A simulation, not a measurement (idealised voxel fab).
The following is a process module called voxel wiring stack.
We display cut, a cross-section 215 nm in width whose square cells are each 5 nm.
Throughout this document, each cross-section is represented as a grid of square cells and is presented as a sequence of bands enumerated from the top downward, where a band comprises one or more rows of cells. The band entry comprises the height of the band's top followed by the height of its bottom, expressed in nm, and subsequently the band's materials from left to right, each stated together with its width in nm. Where a single material is marked with the word "all across", that material fills the band from edge to edge. The word "empty" represents empty space. Heights are reckoned from 0. Under this level, the received wafer is all of one material. The bottommost band is open-ended downward, for example "0 and below". Read "30 to 40" as a graded width: first number on top, second number at the bottom, same change between each pair of neighbouring rows. "no alteration" for a step: no cell of the cross-section changed in that step. Basically, "Trapped voids" tells you about the enclosed voids: empty spaces with no open way to the top, 8 cells or bigger, each written width x height at distance, where distance is from the left edge, all in nm. On a step's line, text after the settings is the simulator commenting on that step. overlay nm: mask offset rightward from planned place, masked step; negative means leftward offset.
-- Intended process steps
1. RECEIVE | material Si
2. CONFORMAL_DEP | material SiO2 | thk nm 10
3. DIRECTIONAL_DEP | material TiN | thk nm 5
4. DIRECTIONAL_DEP | material Ru | thk nm 15
5. MASKED_ETCH | tone cover | mask id METAL_1 | width nm 25 | pitch nm 50 | etch materials Ru | depth nm 15 | overlay nm 0
6. MASKED_ETCH | tone cover | mask id METAL_1 | width nm 25 | pitch nm 50 | etch materials TiN | depth nm 5 | overlay nm 0
7. FILL_DEP | material lowk | thk nm 5
8. CMP | height nm 30
9. CONFORMAL_DEP | material SiCN | thk nm 5
10. DIRECTIONAL_DEP | material SiO2 | thk nm 15
11. PATTERN | tone open | mask id PLUG_1 | material resist | width nm 15 | thk nm 15 | overlay nm 0
12. DIRECTIONAL_ETCH | etch materials SiO2 | depth nm 15
13. DIRECTIONAL_ETCH | etch materials SiCN | depth nm 5
14. STRIP | etch materials resist
15. EPI | material Ru | thk nm 10
16. EPI | material Ru | thk nm 10
17. DIRECTIONAL_DEP | material TiN | thk nm 5
18. DIRECTIONAL_DEP | material Ru | thk nm 20
19. DIRECTIONAL_DEP | material aC | thk nm 15
20. PATTERN | tone cover | mask id METAL_2 | material resist | width nm 25 | pitch nm 50 | thk nm 35 | overlay nm 0
21. DIRECTIONAL_ETCH | etch materials aC | depth nm 15
22. STRIP | etch materials resist
23. DIRECTIONAL_ETCH | etch materials Ru | depth nm 20
24. DIRECTIONAL_ETCH | etch materials TiN | depth nm 5
25. STRIP | etch materials aC
26. CONFORMAL_DEP | material SiN | thk nm 5
27. FILL_DEP | material SiO2 | thk nm 5
28. CMP | height nm 75
29. CONFORMAL_DEP | material SiCN | thk nm 5
30. DIRECTIONAL_DEP | material lowk | thk nm 10
31. MASKED_ETCH | tone open | mask id PLUG_2 | width nm 15 | pitch nm 50 | etch materials lowk | depth nm 10 | overlay nm 0
32. MASKED_ETCH | tone open | mask id PLUG_2 | width nm 15 | pitch nm 50 | etch materials SiCN | depth nm 5 | overlay nm 0
33. CONFORMAL_DEP | material TiN | thk nm 5
34. FILL_DEP | material Ru | thk nm 10
35. CMP | height nm 90
36. CONFORMAL_DEP | material SiCN | thk nm 5
37. DIRECTIONAL_DEP | material SiO2 | thk nm 20
38. PATTERN | tone open | mask id METAL_3 | material resist | width nm 25 | pitch nm 50 | thk nm 15 | overlay nm 0
39. DIRECTIONAL_ETCH | etch materials SiO2 | depth nm 20
40. DIRECTIONAL_ETCH | etch materials SiCN | depth nm 5
41. STRIP | etch materials resist
42. CONFORMAL_DEP | material TiN | thk nm 5
43. FILL_DEP | material W | thk nm 10
44. CMP | height nm 115
45. EPI | material Ru | thk nm 5
46. FILL_DEP | material SiCN | thk nm 5
47. DIRECTIONAL_DEP | material lowk | thk nm 30
48. DIRECTIONAL_DEP | material aC | thk nm 10
49. PATTERN | tone open | mask id METAL_4_HOLES | material resist | width nm 15 | thk nm 30 | overlay nm 0
50. DIRECTIONAL_ETCH | etch materials aC | depth nm 10
51. STRIP | etch materials resist
52. DIRECTIONAL_ETCH | etch materials lowk | depth nm 30
53. STRIP | etch materials aC
54. DIRECTIONAL_DEP | material aC | thk nm 10
55. PATTERN | tone open | mask id METAL_4 | material resist | width nm 25 | pitch nm 50 | thk nm 25 | overlay nm 0
56. DIRECTIONAL_ETCH | etch materials aC | depth nm 10
57. STRIP | etch materials resist
58. DIRECTIONAL_ETCH | etch materials lowk | depth nm 15
59. DIRECTIONAL_ETCH | etch materials SiCN | depth nm 5
60. STRIP | etch materials aC
61. CONFORMAL_DEP | material TiN | thk nm 5
62. FILL_DEP | material Cu | thk nm 5
63. CMP | height nm 155
64. CONFORMAL_DEP | material SiN | thk nm 5
-- As-received wafer cross-section (after step 1)
0 and below | Si all across
Trapped voids: none
-- The following cross-section depicts the wafer upon conclusion of the module. Processing commenced from the starting condition illustrated above and adhered to the plan illustrated above, save for one mistake in execution
160 down to 155 | SiN all across
155 down to 125 | 70 nm lowk  5 nm TiN  15 nm Cu  5 nm TiN  25 nm lowk  5 nm TiN  15 nm Cu  5 nm TiN  70 nm lowk
125 down to 120 | 70 nm SiCN  25 nm TiN  25 nm SiCN  25 nm TiN  70 nm SiCN
120 down to 115 | 65 nm SiCN  35 nm Ru  15 nm SiCN  35 nm Ru  65 nm SiCN
115 down to 95 | 70 nm SiO2  5 nm TiN  15 nm W  5 nm TiN  25 nm SiO2  5 nm TiN  15 nm W  5 nm TiN  70 nm SiO2
95 down to 90 | 70 nm SiCN  25 nm TiN  25 nm SiCN  25 nm TiN  70 nm SiCN
90 down to 80 | 70 nm lowk  5 nm TiN  5 nm Ru  5 nm TiN  35 nm lowk  5 nm TiN  5 nm Ru  5 nm TiN  80 nm lowk
80 down to 75 | 70 nm SiCN  15 nm TiN  35 nm SiCN  15 nm TiN  80 nm SiCN
75 down to 55 | 65 nm SiO2  5 nm SiN  25 nm Ru  5 nm SiN  15 nm SiO2  5 nm SiN  25 nm Ru  5 nm SiN  65 nm SiO2
55 down to 50 | 70 nm SiN  25 nm TiN  25 nm SiN  25 nm TiN  70 nm SiN
50 down to 35 | 70 nm SiO2  15 nm Ru  130 nm SiO2
35 down to 30 | 70 nm SiCN  15 nm Ru  130 nm SiCN
30 down to 15 | 70 nm lowk  25 nm Ru  25 nm lowk  25 nm Ru  70 nm lowk
15 down to 10 | 70 nm lowk  25 nm TiN  25 nm lowk  25 nm TiN  70 nm lowk
10 down to 0 | SiO2 all across
0 and below | Si all across
Trapped voids: none
Here's what went sideways: plan step 58 ran twice
